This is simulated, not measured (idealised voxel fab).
The following is a process module called voxel capacitor over wiring.
290 nm wide, 5 nm square cells: that's cross-section cut.
Just so we're on the same page, the cross-sections are grids of square cells, and they're listed out in bands top to bottom, each band one or more rows deep.
The band entry comprises the height of the band's top followed by the height of its bottom, expressed in nm, and subsequently the band's materials from left to right, each stated together with its width in nm. Where a single material is marked with the word "edge to edge", that material fills the band from edge to edge. The word "air" represents empty space.
Beneath 0, the wafer as received is one material, and that level is where height counting begins. The lowest band goes on downward without a bottom; it is written like "0 -> down".
You'd read "30 to 40" like this: the band's top row of cells is as wide as the first number, its bottom row is as wide as the second, and going down, every row changes width by the same amount as the row before did.
For the purposes of this document, the phrase "nothing was modified" attached to a step denotes that no cell within the cross-section was modified by that step.
Listed in "closed voids": every empty space of 8 or more cells without an open way to the top. Form: width x height at distance, the distance being from the left edge, all in nm.
What comes after the settings on a step's line is commentary from the simulator itself on that step.
"overlay nm" answers the question of how far to the right of plan the mask lay on a step that has a mask, and when it is negative the answer is to the left.

Process steps - plan
1) RECEIVE (material Si)
2) CONFORMAL_DEP (material SiO2; thk nm 15)
3) CONFORMAL_DEP (material SiN; thk nm 5)
4) DIRECTIONAL_DEP (material lowk; thk nm 25)
5) DIRECTIONAL_DEP (material aC; thk nm 10)
6) PATTERN (tone open; mask id METAL_1; material resist; width nm 30; pitch nm 85; thk nm 30; overlay nm 0)
7) DIRECTIONAL_ETCH (etch materials aC; depth nm 10)
8) STRIP (etch materials resist)
9) DIRECTIONAL_ETCH (etch materials lowk; depth nm 25)
10) DIRECTIONAL_ETCH (etch materials SiN; depth nm 5)
11) STRIP (etch materials aC)
12) CONFORMAL_DEP (material TiN; thk nm 5)
13) FILL_DEP (material W; thk nm 5)
14) CMP (height nm 45)
15) CONFORMAL_DEP (material SiCN; thk nm 5)
16) DIRECTIONAL_DEP (material SiO2; thk nm 15)
17) MASKED_ETCH (tone open; mask id PLUG_1; width nm 15; etch materials SiO2; depth nm 15; overlay nm 0)
18) MASKED_ETCH (tone open; mask id PLUG_1; width nm 15; etch materials SiCN; depth nm 5; overlay nm 0)
19) EPI (material Ru; thk nm 10)
20) EPI (material Ru; thk nm 10)
21) DIRECTIONAL_DEP (material TiN; thk nm 5)
22) DIRECTIONAL_DEP (material HfO2; thk nm 5)
23) DIRECTIONAL_DEP (material TiN; thk nm 10)
24) MASKED_ETCH (tone cover; mask id UPPER_PLATE; width nm 60; etch materials TiN; depth nm 10; overlay nm 0)
25) MASKED_ETCH (tone cover; mask id UPPER_PLATE; width nm 60; etch materials HfO2; depth nm 5; overlay nm 0)
26) DIRECTIONAL_DEP (material aC; thk nm 10)
27) PATTERN (tone cover; mask id LOWER_PLATE; material resist; width nm 70; thk nm 25; overlay nm 0)
28) DIRECTIONAL_ETCH (etch materials aC; depth nm 10)
29) STRIP (etch materials resist)
30) DIRECTIONAL_ETCH (etch materials TiN; depth nm 5)
31) STRIP (etch materials aC)
32) FILL_DEP (material SiO2; thk nm 20)
33) CMP (height nm 100)
34) DIRECTIONAL_DEP (material aC; thk nm 15)
35) PATTERN (tone open; mask id PLUG_2; material resist; width nm 15; thk nm 30; overlay nm 0)
36) DIRECTIONAL_ETCH (etch materials aC; depth nm 15)
37) STRIP (etch materials resist)
38) DIRECTIONAL_ETCH (etch materials SiO2; depth nm 15)
39) STRIP (etch materials aC)
40) CONFORMAL_DEP (material TiN; thk nm 5)
41) FILL_DEP (material Cu; thk nm 5)
42) CMP (height nm 100)
43) CONFORMAL_DEP (material SiN; thk nm 5)

The cross-section here shows the wafer as received, i.e. in its state after step 1
* 0 -> down | Si edge to edge
* closed voids: none

Below is the wafer in cross-section after the module was completed. It began from the starting point shown above and followed the plan shown above, except that one mistake was made while running it
* 105 -> 100 | SiN edge to edge
* 100 -> 90 | 110 SiO2  5 TiN  5 Cu  5 TiN  165 SiO2
* 90 -> 85 | 110 SiO2  15 TiN  165 SiO2
* 85 -> 75 | 100 SiO2  60 TiN  130 SiO2
* 75 -> 70 | 95 SiO2  70 TiN  125 SiO2
* 70 -> 65 | HfO2 edge to edge
* 65 -> 50 | 100 SiO2  15 Ru  175 SiO2
* 50 -> 45 | 100 SiCN  15 Ru  175 SiCN
* 45 -> 20 | 85 lowk  5 TiN  20 W  5 TiN  55 lowk  5 TiN  20 W  5 TiN  90 lowk
* 20 -> 15 | 85 SiN  30 TiN  55 SiN  30 TiN  90 SiN
* 15 -> 0 | SiO2 edge to edge
* 0 -> down | Si edge to edge
* closed voids: none
Short version of what went wrong: plan vs actual: 21 and 22 interchanged
